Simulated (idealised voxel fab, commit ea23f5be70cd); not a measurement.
Title: Process Module voxel ribs on slabs
The cross-section shown here is cut; it is 280 nm wide and divided into square cells measuring 5 nm on a side.
Heads up, the way a cross-section reads in here is a grid of square cells, handed over as bands from the top down, with every band being one or more rows of cells. Heights first: top, then bottom, in nm. Then materials, left to right, each with a width in nm. "edge to edge" on a single material: fills the band edge to edge. "blank": empty space. Height is counted from the level 0, under which the received wafer is composed throughout of one material. The lowest of the bands is not closed at the bottom but continues downward, in the notation "from 0 down". The expression "30->40" gives the width at the extremes of the band, the first number at its top row of cells and the second at its bottom row, with the width changing by equal amounts from each row to the next in between. Key: "changes: none" - step with no changed cell in the cross-section. "Sealed cavities": sealed empty spaces, 8 cells or more, no open way to top, listed width x height at distance, with distance from the left edge and width, height and distance in nm. The remark found on a step's line after its settings is issued by the simulator itself and pertains to that step. On any step carrying a mask, the "overlay nm" setting, if present on the step's line, tells how far right of its planned place the mask lay; negative values point to the left.
### Intended process steps
1,RECEIVE (material Si)
2,DIRECTIONAL_DEP (material SiO2; thk nm 30)
3,DIRECTIONAL_DEP (material polySi; thk nm 20)
4,DIRECTIONAL_DEP (material aC; thk nm 15)
5,PATTERN (tone cover; mask id RIB; material resist; width nm 30; thk nm 30; overlay nm 0)
6,DIRECTIONAL_ETCH (etch materials aC; depth nm 15)
7,STRIP (etch materials resist)
8,DIRECTIONAL_ETCH (etch materials polySi; depth nm 15)
9,STRIP (etch materials aC)
10,DIRECTIONAL_DEP (material aC; thk nm 15)
11,PATTERN (tone cover; mask id SLAB; material resist; width nm 60; thk nm 30; overlay nm 0)
12,DIRECTIONAL_ETCH (etch materials aC; depth nm 15)
13,STRIP (etch materials resist)
14,DIRECTIONAL_ETCH (etch materials polySi; depth nm 5)
15,STRIP (etch materials aC)
16,FILL_DEP (material SiO2; thk nm 30)
17,CMP (height nm 70)
18,DIRECTIONAL_DEP (material TiN; thk nm 10)
19,DIRECTIONAL_DEP (material aC; thk nm 15)
20,PATTERN (tone cover; mask id HEATER; material resist; width nm 40; thk nm 35; overlay nm 0)
21,DIRECTIONAL_ETCH (etch materials aC; depth nm 15)
22,STRIP (etch materials resist)
23,DIRECTIONAL_ETCH (etch materials TiN; depth nm 10)
24,STRIP (etch materials aC)
25,CONFORMAL_DEP (material SiO2; thk nm 5)
It is noted that the wafers described herein are identical at the outset and are distinguished by the width nm of step 11; the value stated in the plan corresponds to the first wafer.
### Received condition of the first of several wafers, sectioned: post-step 1
* from 0 down: Si edge to edge
* Sealed cavities: none
### Rows = wafers. At module end, each row lists per material the cells gained (+) or lost (-) since the wafer was received, then the closed voids
width nm 60; +814 SiO2; +16 TiN; +30 polySi; Sealed cavities: none
width nm 65; +813 SiO2; +16 TiN; +31 polySi; Sealed cavities: none
width nm 70; +812 SiO2; +16 TiN; +32 polySi; Sealed cavities: none
width nm 75; +811 SiO2; +16 TiN; +33 polySi; Sealed cavities: none
width nm 80; +810 SiO2; +16 TiN; +34 polySi; Sealed cavities: none
width nm 85; +809 SiO2; +16 TiN; +35 polySi; Sealed cavities: none
